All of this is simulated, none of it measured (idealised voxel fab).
Process module name: voxel ribs on slabs
The cross-section on display is named cut; it measures 170 nm wide, and its cells are 5 nm squares.
Cross-sections here: square-cell grids, written as top-down lists of bands, a band being one or more rows of cells. Top, bottom (nm), then materials left to right with widths (nm); lone material tagged "throughout" fills the whole band edge to edge; "empty" = empty space. Height 0 is the level under which the wafer as received is all one material. The lowest band goes on downwards, as in "0 -> down". Read "30..40" as a graded width: first number on top, second number at the bottom, same change between each pair of neighbouring rows. "all unchanged", as given for a step, is the statement that not any cell of the cross-section underwent a change during that step. Heads up: "Closed-off voids" only lists the empty pockets with no open path to the top that are 8 cells or more, and it writes them as width x height at distance, distance from the left edge, in nm. Post-settings text on a step line: simulator's own remark regarding the step. "overlay nm" denotes, for a step that has a mask, the displacement of the mask to the right of its planned place, with negative values corresponding to the left.

## List of planned process steps
1. RECEIVE with material Si
2. DIRECTIONAL_DEP with material SiO2, thk nm 25
3. DIRECTIONAL_DEP with material SiN, thk nm 20
4. MASKED_ETCH with tone cover, mask id RIB, width nm 20, etch materials SiN, depth nm 15, overlay nm 0
5. PATTERN with tone cover, mask id SLAB, material resist, width nm 60, thk nm 15, overlay nm 0
6. DIRECTIONAL_ETCH with etch materials SiN, depth nm 5
7. STRIP with etch materials resist
8. FILL_DEP with material SiO2, thk nm 25
9. CMP with height nm 60
10. DIRECTIONAL_DEP with material TiN, thk nm 5
11. PATTERN with tone cover, mask id HEATER, material resist, width nm 30, thk nm 15, overlay nm 0
12. DIRECTIONAL_ETCH with etch materials TiN, depth nm 5
13. STRIP with etch materials resist
14. CONFORMAL_DEP with material SiN, thk nm 10

## As-received wafer cross-section (after step 1)
0 -> down: Si throughout
Closed-off voids: none

## One mistake in running the module, otherwise start and plan as above: cross-section at the end
75 -> 70: 60 empty; 50 SiN; 60 empty
70 -> 65: SiN throughout
65 -> 60: 70 SiN; 30 TiN; 70 SiN
60 -> 40: SiO2 throughout
40 -> 30: 75 SiO2; 20 SiN; 75 SiO2
30 -> 25: 55 SiN; 20 SiO2; 20 SiN; 20 SiO2; 55 SiN
25 -> 0: SiO2 throughout
0 -> down: Si throughout
Closed-off voids: none
Diagnosis: note that step 5 departed from the planned setting and was carried out as PATTERN with tone open, mask id SLAB, material resist, width nm 60, thk nm 15, overlay nm 0
